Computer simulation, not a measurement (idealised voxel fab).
The process module that follows is named voxel wiring stack.
Xsec cut, 165 nm wide, square cell size 5 nm.
If you're reading a cross-section in this doc, picture square cells in a grid; it comes to you as bands, top ones listed first down to the bottom, and a band can be one or more rows of cells.
Per band: top height and bottom height in nm, followed by the left-to-right materials and their widths in nm; "edge to edge" marks a single material spanning edge to edge, "blank" marks empty space.
Height datum 0, below which the as-received substrate wafer is one material. Lowest band open at the bottom, running downward: "0 nm and below".
The two numbers in a width such as "30 to 40" mark its ends across the band: the first belongs to the top row of cells, the second to the bottom row, and from each row to the next the width moves by the same amount.
Any step labelled "nothing different" changed none of the cells in the cross-section.
If an empty space has no open way to the top and is at least 8 cells in size, "Closed empty spaces" lists it, written width x height at distance, where distance is measured from the left edge and every value is in nm.
Past the settings on a step's line: simulator remark, on that step.
Steps that use a mask can have "overlay nm" on their line. It says how far the mask sat to the right of where it was meant to be. Negative means to the left.
### Process steps - plan
1 RECEIVE (material Si)
2 CONFORMAL_DEP (material SiO2; thk nm 10)
3 DIRECTIONAL_DEP (material TiN; thk nm 5)
4 DIRECTIONAL_DEP (material Ru; thk nm 25)
5 DIRECTIONAL_DEP (material aC; thk nm 15)
6 PATTERN (tone cover; mask id METAL_1; material resist; width nm 25; pitch nm 45; thk nm 35; overlay nm 0)
7 DIRECTIONAL_ETCH (etch materials aC; depth nm 15)
8 STRIP (etch materials resist)
9 DIRECTIONAL_ETCH (etch materials Ru; depth nm 25)
10 DIRECTIONAL_ETCH (etch materials TiN; depth nm 5)
11 STRIP (etch materials aC)
12 FILL_DEP (material SiO2; thk nm 5)
13 CMP (height nm 40)
14 CONFORMAL_DEP (material SiCN; thk nm 5)
15 DIRECTIONAL_DEP (material SiO2; thk nm 15)
16 DIRECTIONAL_DEP (material aC; thk nm 10)
17 PATTERN (tone open; mask id PLUG_1; material resist; width nm 15; thk nm 30; overlay nm 0)
18 DIRECTIONAL_ETCH (etch materials aC; depth nm 10)
19 STRIP (etch materials resist)
20 DIRECTIONAL_ETCH (etch materials SiO2; depth nm 15)
21 DIRECTIONAL_ETCH (etch materials SiCN; depth nm 5)
22 STRIP (etch materials aC)
23 CONFORMAL_DEP (material TiN; thk nm 5)
24 FILL_DEP (material W; thk nm 10)
25 CMP (height nm 60)
26 DIRECTIONAL_DEP (material TiN; thk nm 5)
27 DIRECTIONAL_DEP (material W; thk nm 20)
28 DIRECTIONAL_DEP (material aC; thk nm 10)
29 PATTERN (tone cover; mask id METAL_2; material resist; width nm 25; pitch nm 45; thk nm 30; overlay nm 0)
30 DIRECTIONAL_ETCH (etch materials aC; depth nm 10)
31 STRIP (etch materials resist)
32 DIRECTIONAL_ETCH (etch materials W; depth nm 20)
33 DIRECTIONAL_ETCH (etch materials TiN; depth nm 5)
34 STRIP (etch materials aC)
35 CONFORMAL_DEP (material SiCN; thk nm 5)
36 FILL_DEP (material SiO2; thk nm 5)
37 CMP (height nm 85)
38 CONFORMAL_DEP (material SiCN; thk nm 5)
### The following pertains to the first of two wafers, which was processed as planned
### Step 1 complete: cross-section of the wafer as received
0 nm and below: Si edge to edge
Closed empty spaces: none
### Step 2 complete: cross-section through the wafer
10 nm to 0 nm: SiO2 edge to edge
Heights below 0 show no change.
### Step 3 complete: cross-section through the wafer
15 nm to 10 nm: TiN edge to edge
Heights below 10 show no change.
### Step 4 complete: cross-section through the wafer
40 nm to 15 nm: Ru edge to edge
Heights below 15 show no change.
### Step 5 complete: cross-section through the wafer
55 nm to 40 nm: aC edge to edge
Heights below 40 show no change.
### Step 6 complete: cross-section through the wafer
90 nm to 55 nm: blank 45 / resist 25 / blank 20 / resist 25 / blank 50
Heights below 55 show no change.
### Step 7 complete: cross-section through the wafer
75 nm to 55 nm: blank 45 / resist 25 / blank 20 / resist 25 / blank 50
55 nm to 40 nm: blank 45 / aC 25 / blank 20 / aC 25 / blank 50
Heights below 40 show no change.
### Step 8 complete: cross-section through the wafer
55 nm to 40 nm: blank 45 / aC 25 / blank 20 / aC 25 / blank 50
Heights below 40 show no change.
### Step 9 complete: cross-section through the wafer
55 nm to 40 nm: blank 45 / aC 25 / blank 20 / aC 25 / blank 50
40 nm to 15 nm: blank 45 / Ru 25 / blank 20 / Ru 25 / blank 50
Heights below 15 show no change.
### Step 10 complete: cross-section through the wafer
55 nm to 40 nm: blank 45 / aC 25 / blank 20 / aC 25 / blank 50
40 nm to 15 nm: blank 45 / Ru 25 / blank 20 / Ru 25 / blank 50
15 nm to 10 nm: blank 45 / TiN 25 / blank 20 / TiN 25 / blank 50
Heights below 10 show no change.
### Step 11 complete: cross-section through the wafer
40 nm to 15 nm: blank 45 / Ru 25 / blank 20 / Ru 25 / blank 50
Heights below 15 show no change.
### Step 12 complete: cross-section through the wafer
45 nm to 40 nm: SiO2 edge to edge
40 nm to 15 nm: SiO2 45 / Ru 25 / SiO2 20 / Ru 25 / SiO2 50
15 nm to 10 nm: SiO2 45 / TiN 25 / SiO2 20 / TiN 25 / SiO2 50
Heights below 10 show no change.
### Step 13 complete: cross-section through the wafer
40 nm to 15 nm: SiO2 45 / Ru 25 / SiO2 20 / Ru 25 / SiO2 50
Heights below 15 show no change.
### Step 14 complete: cross-section through the wafer
45 nm to 40 nm: SiCN edge to edge
Heights below 40 show no change.
### Step 15 complete: cross-section through the wafer
60 nm to 45 nm: SiO2 edge to edge
Heights below 45 show no change.
### Step 16 complete: cross-section through the wafer
70 nm to 60 nm: aC edge to edge
Heights below 60 show no change.
### Step 17 complete: cross-section through the wafer
100 nm to 70 nm: resist 45 / blank 15 / resist 105
Heights below 70 show no change.
### Step 18 complete: cross-section through the wafer
90 nm to 70 nm: resist 45 / blank 15 / resist 105
70 nm to 60 nm: aC 45 / blank 15 / aC 105
Heights below 60 show no change.
### Step 19 complete: cross-section through the wafer
70 nm to 60 nm: aC 45 / blank 15 / aC 105
Heights below 60 show no change.
### Step 20 complete: cross-section through the wafer
70 nm to 60 nm: aC 45 / blank 15 / aC 105
60 nm to 45 nm: SiO2 45 / blank 15 / SiO2 105
Heights below 45 show no change.
### Step 21 complete: cross-section through the wafer
70 nm to 60 nm: aC 45 / blank 15 / aC 105
60 nm to 45 nm: SiO2 45 / blank 15 / SiO2 105
45 nm to 40 nm: SiCN 45 / blank 15 / SiCN 105
Heights below 40 show no change.
### Step 22 complete: cross-section through the wafer
60 nm to 45 nm: SiO2 45 / blank 15 / SiO2 105
Heights below 45 show no change.
### Step 23 complete: cross-section through the wafer
65 nm to 60 nm: TiN 50 / blank 5 / TiN 110
60 nm to 45 nm: SiO2 45 / TiN 5 / blank 5 / TiN 5 / SiO2 105
45 nm to 40 nm: SiCN 45 / TiN 15 / SiCN 105
Heights below 40 show no change.
### Step 24 complete: cross-section through the wafer
75 nm to 65 nm: W edge to edge
65 nm to 60 nm: TiN 50 / W 5 / TiN 110
60 nm to 45 nm: SiO2 45 / TiN 5 / W 5 / TiN 5 / SiO2 105
Heights below 45 show no change.
### Step 25 complete: cross-section through the wafer
60 nm to 45 nm: SiO2 45 / TiN 5 / W 5 / TiN 5 / SiO2 105
Heights below 45 show no change.
### Step 26 complete: cross-section through the wafer
65 nm to 60 nm: TiN edge to edge
Heights below 60 show no change.
### Step 27 complete: cross-section through the wafer
85 nm to 65 nm: W edge to edge
Heights below 65 show no change.
### Step 28 complete: cross-section through the wafer
95 nm to 85 nm: aC edge to edge
Heights below 85 show no change.
### Step 29 complete: cross-section through the wafer
125 nm to 95 nm: blank 45 / resist 25 / blank 20 / resist 25 / blank 50
Heights below 95 show no change.
### Step 30 complete: cross-section through the wafer
115 nm to 95 nm: blank 45 / resist 25 / blank 20 / resist 25 / blank 50
95 nm to 85 nm: blank 45 / aC 25 / blank 20 / aC 25 / blank 50
Heights below 85 show no change.
### Step 31 complete: cross-section through the wafer
95 nm to 85 nm: blank 45 / aC 25 / blank 20 / aC 25 / blank 50
Heights below 85 show no change.
### Step 32 complete: cross-section through the wafer
95 nm to 85 nm: blank 45 / aC 25 / blank 20 / aC 25 / blank 50
85 nm to 65 nm: blank 45 / W 25 / blank 20 / W 25 / blank 50
Heights below 65 show no change.
### Step 33 complete: cross-section through the wafer
95 nm to 85 nm: blank 45 / aC 25 / blank 20 / aC 25 / blank 50
85 nm to 65 nm: blank 45 / W 25 / blank 20 / W 25 / blank 50
65 nm to 60 nm: blank 45 / TiN 25 / blank 20 / TiN 25 / blank 50
Heights below 60 show no change.
### Step 34 complete: cross-section through the wafer
85 nm to 65 nm: blank 45 / W 25 / blank 20 / W 25 / blank 50
Heights below 65 show no change.
### Step 35 complete: cross-section through the wafer
90 nm to 85 nm: blank 40 / SiCN 35 / blank 10 / SiCN 35 / blank 45
85 nm to 65 nm: blank 40 / SiCN 5 / W 25 / SiCN 5 / blank 10 / SiCN 5 / W 25 / SiCN 5 / blank 45
65 nm to 60 nm: SiCN 45 / TiN 25 / SiCN 20 / TiN 25 / SiCN 50
Heights below 60 show no change.
### Step 36 complete: cross-section through the wafer
95 nm to 90 nm: SiO2 edge to edge
90 nm to 85 nm: SiO2 40 / SiCN 35 / SiO2 10 / SiCN 35 / SiO2 45
85 nm to 65 nm: SiO2 40 / SiCN 5 / W 25 / SiCN 5 / SiO2 10 / SiCN 5 / W 25 / SiCN 5 / SiO2 45
Heights below 65 show no change.
### Step 37 complete: cross-section through the wafer
85 nm to 65 nm: SiO2 40 / SiCN 5 / W 25 / SiCN 5 / SiO2 10 / SiCN 5 / W 25 / SiCN 5 / SiO2 45
Heights below 65 show no change.
### Step 38 complete: cross-section through the wafer
90 nm to 85 nm: SiCN edge to edge
Heights below 85 show no change.
### It is to be noted that the second wafer proceeded from the same initial state and according to the same plan as the first, although one mistake was committed in its execution; through step 5, inclusive, the two wafers share an identical history
### Cross-sectional representation of the second wafer at the time designated in the plan for the completion of step 6
90 nm to 55 nm: blank 45 / resist 30 / blank 15 / resist 30 / blank 45
Heights below 55 show no change.
### Cross-sectional representation of the second wafer at the time designated in the plan for the completion of step 7
75 nm to 55 nm: blank 45 / resist 30 / blank 15 / resist 30 / blank 45
55 nm to 40 nm: blank 45 / aC 30 / blank 15 / aC 30 / blank 45
Heights below 40 show no change.
### Cross-sectional representation of the second wafer at the time designated in the plan for the completion of step 8
55 nm to 40 nm: blank 45 / aC 30 / blank 15 / aC 30 / blank 45
Heights below 40 show no change.
### Cross-sectional representation of the second wafer at the time designated in the plan for the completion of step 9
55 nm to 40 nm: blank 45 / aC 30 / blank 15 / aC 30 / blank 45
40 nm to 15 nm: blank 45 / Ru 30 / blank 15 / Ru 30 / blank 45
Heights below 15 show no change.
### Cross-sectional representation of the second wafer at the time designated in the plan for the completion of step 10
55 nm to 40 nm: blank 45 / aC 30 / blank 15 / aC 30 / blank 45
40 nm to 15 nm: blank 45 / Ru 30 / blank 15 / Ru 30 / blank 45
15 nm to 10 nm: blank 45 / TiN 30 / blank 15 / TiN 30 / blank 45
Heights below 10 show no change.
### Cross-sectional representation of the second wafer at the time designated in the plan for the completion of step 11
40 nm to 15 nm: blank 45 / Ru 30 / blank 15 / Ru 30 / blank 45
Heights below 15 show no change.
### Cross-sectional representation of the second wafer at the time designated in the plan for the completion of step 12
45 nm to 40 nm: SiO2 edge to edge
40 nm to 15 nm: SiO2 45 / Ru 30 / SiO2 15 / Ru 30 / SiO2 45
15 nm to 10 nm: SiO2 45 / TiN 30 / SiO2 15 / TiN 30 / SiO2 45
Heights below 10 show no change.
### Cross-sectional representation of the second wafer at the time designated in the plan for the completion of step 13
40 nm to 15 nm: SiO2 45 / Ru 30 / SiO2 15 / Ru 30 / SiO2 45
Heights below 15 show no change.
### Cross-sectional representation of the second wafer at the time designated in the plan for the completion of step 14
45 nm to 40 nm: SiCN edge to edge
Heights below 40 show no change.
### Cross-sectional representation of the second wafer at the time designated in the plan for the completion of step 15
60 nm to 45 nm: SiO2 edge to edge
Heights below 45 show no change.
### Cross-sectional representation of the second wafer at the time designated in the plan for the completion of step 16
70 nm to 60 nm: aC edge to edge
Heights below 60 show no change.
### Cross-sectional representation of the second wafer at the time designated in the plan for the completion of step 17
100 nm to 70 nm: resist 45 / blank 15 / resist 105
Heights below 70 show no change.
### Cross-sectional representation of the second wafer at the time designated in the plan for the completion of step 18
90 nm to 70 nm: resist 45 / blank 15 / resist 105
70 nm to 60 nm: aC 45 / blank 15 / aC 105
Heights below 60 show no change.
### Cross-sectional representation of the second wafer at the time designated in the plan for the completion of step 19
70 nm to 60 nm: aC 45 / blank 15 / aC 105
Heights below 60 show no change.
### Cross-sectional representation of the second wafer at the time designated in the plan for the completion of step 20
70 nm to 60 nm: aC 45 / blank 15 / aC 105
60 nm to 45 nm: SiO2 45 / blank 15 / SiO2 105
Heights below 45 show no change.
### Cross-sectional representation of the second wafer at the time designated in the plan for the completion of step 21
70 nm to 60 nm: aC 45 / blank 15 / aC 105
60 nm to 45 nm: SiO2 45 / blank 15 / SiO2 105
45 nm to 40 nm: SiCN 45 / blank 15 / SiCN 105
Heights below 40 show no change.
### Cross-sectional representation of the second wafer at the time designated in the plan for the completion of step 22
60 nm to 45 nm: SiO2 45 / blank 15 / SiO2 105
Heights below 45 show no change.
### Cross-sectional representation of the second wafer at the time designated in the plan for the completion of step 23
65 nm to 60 nm: TiN 50 / blank 5 / TiN 110
60 nm to 45 nm: SiO2 45 / TiN 5 / blank 5 / TiN 5 / SiO2 105
45 nm to 40 nm: SiCN 45 / TiN 15 / SiCN 105
Heights below 40 show no change.
### Cross-sectional representation of the second wafer at the time designated in the plan for the completion of step 24
75 nm to 65 nm: W edge to edge
65 nm to 60 nm: TiN 50 / W 5 / TiN 110
60 nm to 45 nm: SiO2 45 / TiN 5 / W 5 / TiN 5 / SiO2 105
Heights below 45 show no change.
### Cross-sectional representation of the second wafer at the time designated in the plan for the completion of step 25
60 nm to 45 nm: SiO2 45 / TiN 5 / W 5 / TiN 5 / SiO2 105
Heights below 45 show no change.
### Cross-sectional representation of the second wafer at the time designated in the plan for the completion of step 26
65 nm to 60 nm: TiN edge to edge
Heights below 60 show no change.
### Cross-sectional representation of the second wafer at the time designated in the plan for the completion of step 27
85 nm to 65 nm: W edge to edge
Heights below 65 show no change.
### Cross-sectional representation of the second wafer at the time designated in the plan for the completion of step 28
95 nm to 85 nm: aC edge to edge
Heights below 85 show no change.
### Cross-sectional representation of the second wafer at the time designated in the plan for the completion of step 29
125 nm to 95 nm: blank 45 / resist 25 / blank 20 / resist 25 / blank 50
Heights below 95 show no change.
### Cross-sectional representation of the second wafer at the time designated in the plan for the completion of step 30
115 nm to 95 nm: blank 45 / resist 25 / blank 20 / resist 25 / blank 50
95 nm to 85 nm: blank 45 / aC 25 / blank 20 / aC 25 / blank 50
Heights below 85 show no change.
### Cross-sectional representation of the second wafer at the time designated in the plan for the completion of step 31
95 nm to 85 nm: blank 45 / aC 25 / blank 20 / aC 25 / blank 50
Heights below 85 show no change.
### Cross-sectional representation of the second wafer at the time designated in the plan for the completion of step 32
95 nm to 85 nm: blank 45 / aC 25 / blank 20 / aC 25 / blank 50
85 nm to 65 nm: blank 45 / W 25 / blank 20 / W 25 / blank 50
Heights below 65 show no change.
### Cross-sectional representation of the second wafer at the time designated in the plan for the completion of step 33
95 nm to 85 nm: blank 45 / aC 25 / blank 20 / aC 25 / blank 50
85 nm to 65 nm: blank 45 / W 25 / blank 20 / W 25 / blank 50
65 nm to 60 nm: blank 45 / TiN 25 / blank 20 / TiN 25 / blank 50
Heights below 60 show no change.
### Cross-sectional representation of the second wafer at the time designated in the plan for the completion of step 34
85 nm to 65 nm: blank 45 / W 25 / blank 20 / W 25 / blank 50
Heights below 65 show no change.
### Cross-sectional representation of the second wafer at the time designated in the plan for the completion of step 35
90 nm to 85 nm: blank 40 / SiCN 35 / blank 10 / SiCN 35 / blank 45
85 nm to 65 nm: blank 40 / SiCN 5 / W 25 / SiCN 5 / blank 10 / SiCN 5 / W 25 / SiCN 5 / blank 45
65 nm to 60 nm: SiCN 45 / TiN 25 / SiCN 20 / TiN 25 / SiCN 50
Heights below 60 show no change.
### Cross-sectional representation of the second wafer at the time designated in the plan for the completion of step 36
95 nm to 90 nm: SiO2 edge to edge
90 nm to 85 nm: SiO2 40 / SiCN 35 / SiO2 10 / SiCN 35 / SiO2 45
85 nm to 65 nm: SiO2 40 / SiCN 5 / W 25 / SiCN 5 / SiO2 10 / SiCN 5 / W 25 / SiCN 5 / SiO2 45
Heights below 65 show no change.
### Cross-sectional representation of the second wafer at the time designated in the plan for the completion of step 37
85 nm to 65 nm: SiO2 40 / SiCN 5 / W 25 / SiCN 5 / SiO2 10 / SiCN 5 / W 25 / SiCN 5 / SiO2 45
Heights below 65 show no change.
### Cross-sectional representation of the second wafer at the time designated in the plan for the completion of step 38
90 nm to 85 nm: SiCN edge to edge
Heights below 85 show no change.
Run error: contrary to plan, step 6 was performed as PATTERN (tone cover; mask id METAL_1; material resist; width nm 30; pitch nm 45; thk nm 35; overlay nm 0)
Final comparison by cell count, materials where the second wafer has more or fewer than the first: +10 Ru; -12 SiO2; +2 TiN
